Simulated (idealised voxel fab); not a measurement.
Process module heading - voxel gate over fins
We display cut, a cross-section 155 nm in width whose square cells are each 5 nm.
A cross-section in this document is a grid of square cells, and it is written down as bands, the top band listed before the ones below it; a band is made up of one or more rows of cells. What a band's entry tells you: where the top is and where the bottom is, as heights in nm, and after that what lies inside, material by material from left to right, each with its width in nm. Empty space is written as the word "empty", and a single material marked with the word "all across" occupies the band from edge to edge. Heights are expressed relative to 0, this being the level below which the as-received wafer comprises one material exclusively. The lowest band is unbounded in the downward direction and is denoted as in "0 nm and below". The notation "30..40" denotes a width that varies across the rows of cells in the band, beginning at the first number in the top row, finishing at the second number in the bottom row, and changing by an identical amount from each row to the next. "everything unchanged" means the step left every cell of the cross-section as it was. The entry "Entrapped void list" lists the empty spaces that cover at least 8 cells and have no open path to the top. Each is written as width x height at distance, where the distance is measured from the left edge and all three values are in nm. Read whatever lies past the settings on a step's line as the simulator's own remark about the step. overlay nm, on a step with a mask: how far to the right of its planned place the mask lay; to the left if negative.
Below is the list of planned process steps:
- 1: op RECEIVE | material Si
- 2: op CONFORMAL_DEP | material SiN | thk nm 10
- 3: op DIRECTIONAL_DEP | material aC | thk nm 15
- 4: op PATTERN | tone cover | mask id FINS | material resist | width nm 15 | pitch nm 50 | thk nm 35 | overlay nm 0
- 5: op DIRECTIONAL_ETCH | etch materials aC | depth nm 15
- 6: op STRIP | etch materials resist
- 7: op DIRECTIONAL_ETCH | etch materials SiN | depth nm 10
- 8: op DIRECTIONAL_ETCH | etch materials Si | depth nm 35
- 9: op STRIP | etch materials aC
- 10: op FILL_DEP | material SiO2 | thk nm 5
- 11: op CMP | height nm 10
- 12: op DIRECTIONAL_DEP | material aC | thk nm 10
- 13: op PATTERN | tone open | mask id RAIL | material resist | width nm 15 | thk nm 30 | overlay nm 0
- 14: op DIRECTIONAL_ETCH | etch materials aC | depth nm 10
- 15: op STRIP | etch materials resist
- 16: op DIRECTIONAL_ETCH | etch materials SiO2 | depth nm 40
- 17: op STRIP | etch materials aC
- 18: op CONFORMAL_DEP | material TiN | thk nm 5
- 19: op FILL_DEP | material W | thk nm 5
- 20: op CMP | height nm 10
- 21: op SELECTIVE_ETCH | etch materials W Ru TiN | depth nm 25
- 22: op FILL_DEP | material SiO2 | thk nm 5
- 23: op CMP | height nm 10
- 24: op SELECTIVE_ETCH | etch materials SiO2 | depth nm 20
- 25: op STRIP | etch materials SiN
- 26: op CONFORMAL_DEP | material HfO2 | thk nm 5
- 27: op CONFORMAL_DEP | material TiN | thk nm 5
- 28: op FILL_DEP | material W | thk nm 15
- 29: op CMP | height nm 20
- 30: op CONFORMAL_DEP | material SiN | thk nm 10
The wafers in this document start out alike and differ in the width nm applied at step 4; the plan shows the value used for the first wafer.
Cross-section of the first of several wafers on receipt, reflecting completion of step 1:
    0 nm and below: Si all across
    Entrapped void list: none
Tabulated below, wafer by wafer, are the end-of-module results: for each material, the number of cells gained (+) or lost (-) relative to the as-received state, followed by the closed voids:
width nm 15; +43 HfO2; -154 Si; +62 SiN; +101 SiO2; +50 TiN; +84 W; Entrapped void list: none
width nm 20; +43 HfO2; -133 Si; +62 SiN; +86 SiO2; +50 TiN; +78 W; Entrapped void list: none
width nm 25; +43 HfO2; -112 Si; +62 SiN; +71 SiO2; +50 TiN; +72 W; Entrapped void list: none
